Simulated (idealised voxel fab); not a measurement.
Proc. module: voxel transistor to metal
Xsec cut, 300 nm wide, square cell size 5 nm.
Format of a cross-section: grid, square cells. Given as bands. Order: top down. Band: one or more rows of cells. Within each band entry, the heights of the top and of the bottom of the band appear first, in that order and in nm; the materials of the band then follow from left to right, each with its corresponding width in nm. The designation "full width" on a single material indicates that it fills the band from edge to edge; the designation "empty" indicates empty space. Heads up on the height convention: 0 is the point under which the incoming wafer is all one material, and the lowest band has no bottom, it just keeps going down, like "top 0, no bottom". Width: "30..40" (first number = top row, second number = bottom row, same change from row to row of cells). When a step is marked "left unchanged", none of the cells in the cross-section changed during that step. Any empty space of 8 cells or more lacking an open way to the top shows up in "Sealed internal voids" as width x height at distance, distance from the left edge, in nm. On a step's line, text after the settings is the simulator commenting on that step. "overlay nm" denotes, for a step that has a mask, the displacement of the mask to the right of its planned place, with negative values corresponding to the left.
Process steps - plan
1,RECEIVE, material Si
2,OXIDIZE, depth nm 5
3,CONFORMAL_DEP, material SiN, thk nm 15
4,PATTERN, tone cover, mask id ACTIVE, material resist, width nm 90, pitch nm 110, thk nm 20, overlay nm 0
5,DIRECTIONAL_ETCH, etch materials SiN, depth nm 15
6,DIRECTIONAL_ETCH, etch materials SiO2, depth nm 5
7,DIRECTIONAL_ETCH, etch materials Si, depth nm 30
8,STRIP, etch materials resist
9,OXIDIZE, depth nm 5
10,FILL_DEP, material SiO2, thk nm 10
11,CMP, height nm 15
12,SELECTIVE_ETCH, etch materials SiO2, depth nm 5
13,STRIP, etch materials SiN
14,SELECTIVE_ETCH, etch materials SiO2, depth nm 5
15,OXIDIZE, depth nm 5
16,DIRECTIONAL_DEP, material polySi, thk nm 30
17,DIRECTIONAL_DEP, material SiCN, thk nm 10
18,MASKED_ETCH, tone cover, mask id GATE, width nm 20, pitch nm 110, etch materials SiCN, depth nm 20, overlay nm 0
19,MASKED_ETCH, tone cover, mask id GATE, width nm 20, pitch nm 110, etch materials polySi, depth nm 40, overlay nm 0
20,CONFORMAL_DEP, material SiO2, thk nm 5
21,DIRECTIONAL_ETCH, etch materials SiO2, depth nm 5
22,CONFORMAL_DEP, material SiN, thk nm 5
23,DIRECTIONAL_ETCH, etch materials SiN, depth nm 5
24,DIRECTIONAL_ETCH, etch materials SiO2, depth nm 5
25,DIRECTIONAL_ETCH, etch materials Si, depth nm 15
26,EPI, material SiGe, thk nm 15
27,FILL_DEP, material SiO2, thk nm 5
28,CMP, height nm 35
29,DIRECTIONAL_DEP, material SiO2, thk nm 10
30,DIRECTIONAL_DEP, material aC, thk nm 15
31,PATTERN, tone open, mask id CONTACT, material resist, width nm 15, thk nm 35, overlay nm 0
32,DIRECTIONAL_ETCH, etch materials aC, depth nm 15
33,STRIP, etch materials resist
34,DIRECTIONAL_ETCH, etch materials SiO2, depth nm 55
35,STRIP, etch materials aC
36,CONFORMAL_DEP, material TiN, thk nm 5
37,FILL_DEP, material W, thk nm 5
38,CMP, height nm 45
39,DIRECTIONAL_DEP, material TiN, thk nm 5
40,DIRECTIONAL_DEP, material Ru, thk nm 20
41,PATTERN, tone cover, mask id METAL_1, material resist, width nm 15, thk nm 15, overlay nm 0
42,DIRECTIONAL_ETCH, etch materials Ru, depth nm 20
43,DIRECTIONAL_ETCH, etch materials TiN, depth nm 5
44,STRIP, etch materials resist
45,CONFORMAL_DEP, material SiN, thk nm 5
46,FILL_DEP, material SiO2, thk nm 10
47,CMP, height nm 70
48,CONFORMAL_DEP, material SiCN, thk nm 5
As-received state of the wafer in cross-section, equivalent to post-step 1
* top 0, no bottom | Si full width
* Sealed internal voids: none
a wafer at the end: this start, this plan, one mistake
* top 75, bottom 70 | SiCN full width
* top 70, bottom 50 | 50 of SiO2  5 of SiN  15 of Ru  5 of SiN  40 of SiO2  5 of SiN  15 of Ru  5 of SiN  20 of SiO2  5 of SiN  15 of Ru  5 of SiN  40 of SiO2  5 of SiN  15 of Ru  5 of SiN  50 of SiO2
* top 50, bottom 45 | 55 of SiN  15 of TiN  50 of SiN  15 of TiN  30 of SiN  15 of TiN  50 of SiN  15 of TiN  55 of SiN
* top 45, bottom 40 | 50 of W  5 of TiN  15 of SiO2  5 of TiN  40 of W  5 of TiN  15 of SiO2  5 of TiN  20 of W  5 of TiN  15 of SiO2  5 of TiN  40 of W  5 of TiN  15 of SiO2  5 of TiN  50 of W
* top 40, bottom 35 | 50 of W  5 of TiN  15 of SiO2  50 of TiN  15 of SiO2  5 of TiN  20 of W  5 of TiN  15 of SiO2  50 of TiN  15 of SiO2  5 of TiN  50 of W
* top 35, bottom 25 | 50 of W  5 of TiN  15 of SiO2  5 of TiN  5 of SiN  5 of TiN  20 of SiCN  5 of TiN  5 of SiN  5 of TiN  15 of SiO2  5 of TiN  20 of W  5 of TiN  15 of SiO2  5 of TiN  5 of SiN  5 of TiN  20 of SiCN  5 of TiN  5 of SiN  5 of TiN  15 of SiO2  5 of TiN  50 of W
* top 25, bottom 10 | 50 of W  5 of TiN  15 of SiO2  5 of TiN  5 of SiN  5 of TiN  20 of polySi  5 of TiN  5 of SiN  5 of TiN  15 of SiO2  5 of TiN  20 of W  5 of TiN  15 of SiO2  5 of TiN  5 of SiN  5 of TiN  20 of polySi  5 of TiN  5 of SiN  5 of TiN  15 of SiO2  5 of TiN  50 of W
* top 10, bottom 5 | 45 of W  10 of TiN  15 of SiO2  5 of TiN  5 of SiN  5 of TiN  20 of polySi  5 of TiN  5 of SiN  5 of TiN  15 of SiO2  10 of TiN  10 of W  10 of TiN  15 of SiO2  5 of TiN  5 of SiN  5 of TiN  20 of polySi  5 of TiN  5 of SiN  5 of TiN  15 of SiO2  10 of TiN  45 of W
* top 5, bottom -5 | 45 of W  5 of TiN  5 of SiN  5 of SiO2  15 of SiGe  5 of SiN  5 of TiN  20 of polySi  5 of TiN  5 of SiN  15 of SiGe  5 of SiO2  5 of SiN  5 of TiN  10 of W  5 of TiN  5 of SiN  5 of SiO2  15 of SiGe  5 of SiN  5 of TiN  20 of polySi  5 of TiN  5 of SiN  15 of SiGe  5 of SiO2  5 of SiN  5 of TiN  45 of W
* top -5, bottom -10 | 50 of TiN  10 of SiO2  15 of SiGe  5 of SiO2  5 of TiN  20 of SiO2  5 of TiN  5 of SiO2  15 of SiGe  10 of SiO2  20 of TiN  10 of SiO2  15 of SiGe  5 of SiO2  5 of TiN  20 of SiO2  5 of TiN  5 of SiO2  15 of SiGe  10 of SiO2  50 of TiN
* top -10, bottom -25 | 55 of SiO2  20 of SiGe  40 of Si  20 of SiGe  30 of SiO2  20 of SiGe  40 of Si  20 of SiGe  55 of SiO2
* top -25, bottom -40 | 55 of SiO2  80 of Si  30 of SiO2  80 of Si  55 of SiO2
* top -40, no bottom | Si full width
* Sealed internal voids: none
What was done differently from what was planned? step 31 did not use the planned setting and instead ran as PATTERN, tone cover, mask id CONTACT, material resist, width nm 15, thk nm 35, overlay nm 0
